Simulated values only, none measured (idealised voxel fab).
voxel fin reveal: a process module
Cross-section cut spans 245 nm and uses square cells 5 nm in size.
A cross-section is a grid of square cells, given in bands from the top down. A band is one or more rows of cells.
Per band: top height and bottom height in nm, followed by the left-to-right materials and their widths in nm; "full width" marks a single material spanning edge to edge, "empty" marks empty space.
Basically, 0 is our baseline, since under it the wafer straight out of the box is all one material. The bottom band has no lower end and keeps on going down, so it looks like "0 -> down".
So if you see something like "30->40" for the width, read it as the top row of the band sitting at the first number and the bottom row at the second, with every row in between moving by the same amount as the last.
When a step is marked "everything unchanged", none of the cells in the cross-section changed during that step.
The entry titled "Entrapped voids" provides the empty spaces that have no open way to the top, restricted to those of 8 cells or more. Each is presented as width x height at distance, the distance being measured from the left edge, with all three in nm.
Read whatever lies past the settings on a step's line as the simulator's own remark about the step.
The "overlay nm" setting may appear on a step's line; for a step that uses a mask, it gives how far to the right of its planned position the mask lay, and a negative value indicates the left.
## So here's the lineup of process steps we planned
1) RECEIVE [material Si]
2) CONFORMAL_DEP [material SiN] [thk nm 10]
3) PATTERN [tone cover] [mask id FINS] [material resist] [width nm 15] [pitch nm 45] [thk nm 15] [overlay nm 0]
4) DIRECTIONAL_ETCH [etch materials SiN] [depth nm 10]
5) DIRECTIONAL_ETCH [etch materials Si] [depth nm 35]
6) STRIP [etch materials resist]
7) OXIDIZE [depth nm 5]
8) FILL_DEP [material SiO2] [thk nm 5]
9) CMP [height nm 10]
10) SELECTIVE_ETCH [etch materials SiO2] [depth nm 25]
11) STRIP [etch materials SiN]
12) CONFORMAL_DEP [material SiO2] [thk nm 5]
## Delivered wafer in cross-section: state after step 1
	0 -> down  Si full width
	Entrapped voids: none
## The first of two wafers, cross-sectioned at the end of the module, with the run proceeding as planned
	5 -> 0  45 empty  15 SiO2  30 empty  15 SiO2  30 empty  15 SiO2  30 empty  15 SiO2  50 empty
	0 -> -10  45 empty  5 SiO2  5 Si  5 SiO2  30 empty  5 SiO2  5 Si  5 SiO2  30 empty  5 SiO2  5 Si  5 SiO2  30 empty  5 SiO2  5 Si  5 SiO2  50 empty
	-10 -> -40  50 SiO2  5 Si  40 SiO2  5 Si  40 SiO2  5 Si  40 SiO2  5 Si  55 SiO2
	-40 -> down  Si full width
	Entrapped voids: none
## Cross-section of the latter of the two wafers at module completion. It had an identical start and an identical plan to the former; in running it, one mistake was made
	5 -> 0  45 empty  15 SiN  30 empty  15 SiN  30 empty  15 SiN  30 empty  15 SiN  50 empty
	0 -> -10  45 empty  5 SiN  5 Si  5 SiN  30 empty  5 SiN  5 Si  5 SiN  30 empty  5 SiN  5 Si  5 SiN  30 empty  5 SiN  5 Si  5 SiN  50 empty
	-10 -> -15  50 SiN  5 Si  40 SiN  5 Si  40 SiN  5 Si  40 SiN  5 Si  55 SiN
	-15 -> -40  50 SiO2  5 Si  40 SiO2  5 Si  40 SiO2  5 Si  40 SiO2  5 Si  55 SiO2
	-40 -> down  Si full width
	Entrapped voids: none
Run error: step 12 was not run as planned; what actually ran was CONFORMAL_DEP [material SiN] [thk nm 5]
at the end the second wafer has, in cells: SiN: 73 more, SiO2: 73 fewer
